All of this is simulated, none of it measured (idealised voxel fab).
process module | voxel capacitor over wiring
Xsec cut, 240 nm wide, square cell size 5 nm.
A cross-section in this document is a grid of square cells, and it is written down as bands, the top band listed before the ones below it; a band is made up of one or more rows of cells. What a band's entry tells you: where the top is and where the bottom is, as heights in nm, and after that what lies inside, material by material from left to right, each with its width in nm. Empty space is written as the word "air", and a single material marked with the word "everywhere" occupies the band from edge to edge. Where do heights start? At 0: under that level the wafer as delivered is made of one material only. And the lowest band has no floor; it just carries on downward, as in "0..down". Top row gets the first number, bottom row gets the second, and each row in between changes by the same step: that is how a band width like "30->40" works. When a step is marked "no alteration", none of the cells in the cross-section changed during that step. The entry titled "Fully closed voids" provides the empty spaces that have no open way to the top, restricted to those of 8 cells or more. Each is presented as width x height at distance, the distance being measured from the left edge, with all three in nm. Post-settings text on a step line: simulator's own remark regarding the step. The optional step-line setting "overlay nm" applies to steps with a mask and quantifies how far to the right of its planned location the mask lay, a negative value indicating leftward placement.

PROCESS STEPS (PLANNED)
1: RECEIVE | material Si
2: CONFORMAL_DEP | material SiO2 | thk nm 15
3: DIRECTIONAL_DEP | material TiN | thk nm 5
4: DIRECTIONAL_DEP | material W | thk nm 25
5: PATTERN | tone cover | mask id METAL_1 | material resist | width nm 25 | pitch nm 90 | thk nm 20 | overlay nm 0
6: DIRECTIONAL_ETCH | etch materials W | depth nm 25
7: DIRECTIONAL_ETCH | etch materials TiN | depth nm 5
8: STRIP | etch materials resist
9: CONFORMAL_DEP | material SiN | thk nm 5
10: FILL_DEP | material lowk | thk nm 5
11: CMP | height nm 45
12: CONFORMAL_DEP | material SiCN | thk nm 5
13: DIRECTIONAL_DEP | material SiO2 | thk nm 15
14: DIRECTIONAL_DEP | material aC | thk nm 15
15: PATTERN | tone open | mask id PLUG_1 | material resist | width nm 15 | thk nm 30 | overlay nm 0
16: DIRECTIONAL_ETCH | etch materials aC | depth nm 15
17: STRIP | etch materials resist
18: DIRECTIONAL_ETCH | etch materials SiO2 | depth nm 15
19: DIRECTIONAL_ETCH | etch materials SiCN | depth nm 5
20: STRIP | etch materials aC
21: CONFORMAL_DEP | material TiN | thk nm 5
22: FILL_DEP | material Ru | thk nm 10
23: CMP | height nm 65
24: DIRECTIONAL_DEP | material TiN | thk nm 5
25: DIRECTIONAL_DEP | material Al2O3 | thk nm 5
26: DIRECTIONAL_DEP | material TiN | thk nm 5
27: DIRECTIONAL_DEP | material aC | thk nm 10
28: PATTERN | tone cover | mask id UPPER_PLATE | material resist | width nm 70 | thk nm 25 | overlay nm 0
29: DIRECTIONAL_ETCH | etch materials aC | depth nm 10
30: STRIP | etch materials resist
31: DIRECTIONAL_ETCH | etch materials TiN | depth nm 5
32: DIRECTIONAL_ETCH | etch materials Al2O3 | depth nm 5
33: STRIP | etch materials aC
34: PATTERN | tone cover | mask id LOWER_PLATE | material resist | width nm 80 | thk nm 15 | overlay nm 0
35: DIRECTIONAL_ETCH | etch materials TiN | depth nm 5
36: STRIP | etch materials resist
37: FILL_DEP | material SiO2 | thk nm 15
38: CMP | height nm 90
39: PATTERN | tone open | mask id PLUG_2 | material resist | width nm 15 | thk nm 15 | overlay nm 0
40: DIRECTIONAL_ETCH | etch materials SiO2 | depth nm 10
41: STRIP | etch materials resist
42: CONFORMAL_DEP | material TiN | thk nm 5
43: FILL_DEP | material Ru | thk nm 5
44: CMP | height nm 90
45: CONFORMAL_DEP | material SiN | thk nm 5

RECEIVED-STATE CROSS-SECTION, REFLECTING COMPLETION OF STEP 1
- 0..down = Si everywhere
- Fully closed voids: none

THE FIRST OF TWO WAFERS, CROSS-SECTIONED AT THE END OF THE MODULE, WITH THE RUN PROCEEDING AS PLANNED
- 95..90 = SiN everywhere
- 90..85 = SiO2 80; TiN 5; Ru 5; TiN 5; SiO2 145
- 85..75 = SiO2 80->70; TiN 15->70; SiO2 145->100
- 75..70 = SiO2 70; Al2O3 70; SiO2 100
- 70..65 = SiO2 65; TiN 80; SiO2 95
- 65..50 = SiO2 70; TiN 5; Ru 5; TiN 5; SiO2 155
- 50..45 = SiCN 70; TiN 15; SiCN 155
- 45..20 = lowk 55; SiN 5; W 25; SiN 5; lowk 55; SiN 5; W 25; SiN 5; lowk 60
- 20..15 = SiN 60; TiN 25; SiN 65; TiN 25; SiN 65
- 15..0 = SiO2 everywhere
- 0..down = Si everywhere
- Fully closed voids: none

CROSS-SECTION OF THE LATTER OF THE TWO WAFERS AT MODULE COMPLETION. IT HAD AN IDENTICAL START AND AN IDENTICAL PLAN TO THE FORMER; IN RUNNING IT, ONE MISTAKE WAS MADE
- 95..90 = SiN everywhere
- 90..85 = SiO2 80; TiN 5; Ru 5; TiN 5; SiO2 145
- 85..80 = SiO2 80; TiN 15; SiO2 145
- 80..75 = SiO2 65; TiN 5; SiO2 70; TiN 5; SiO2 95
- 75..70 = Al2O3 70; SiO2 70; Al2O3 100
- 70..65 = TiN everywhere
- 65..50 = SiO2 70; TiN 5; Ru 5; TiN 5; SiO2 155
- 50..45 = SiCN 70; TiN 15; SiCN 155
- 45..20 = lowk 55; SiN 5; W 25; SiN 5; lowk 55; SiN 5; W 25; SiN 5; lowk 60
- 20..15 = SiN 60; TiN 25; SiN 65; TiN 25; SiN 65
- 15..0 = SiO2 everywhere
- 0..down = Si everywhere
- Fully closed voids: none
What was the processing mistake? step 28: run off-plan, actual operation and settings PATTERN | tone open | mask id UPPER_PLATE | material resist | width nm 70 | thk nm 25 | overlay nm 0
It is noted that, at the conclusion of processing, the second wafer exhibits a higher or lower cell count for certain materials relative to the first: Al2O3 +20, SiO2 -40, TiN +20
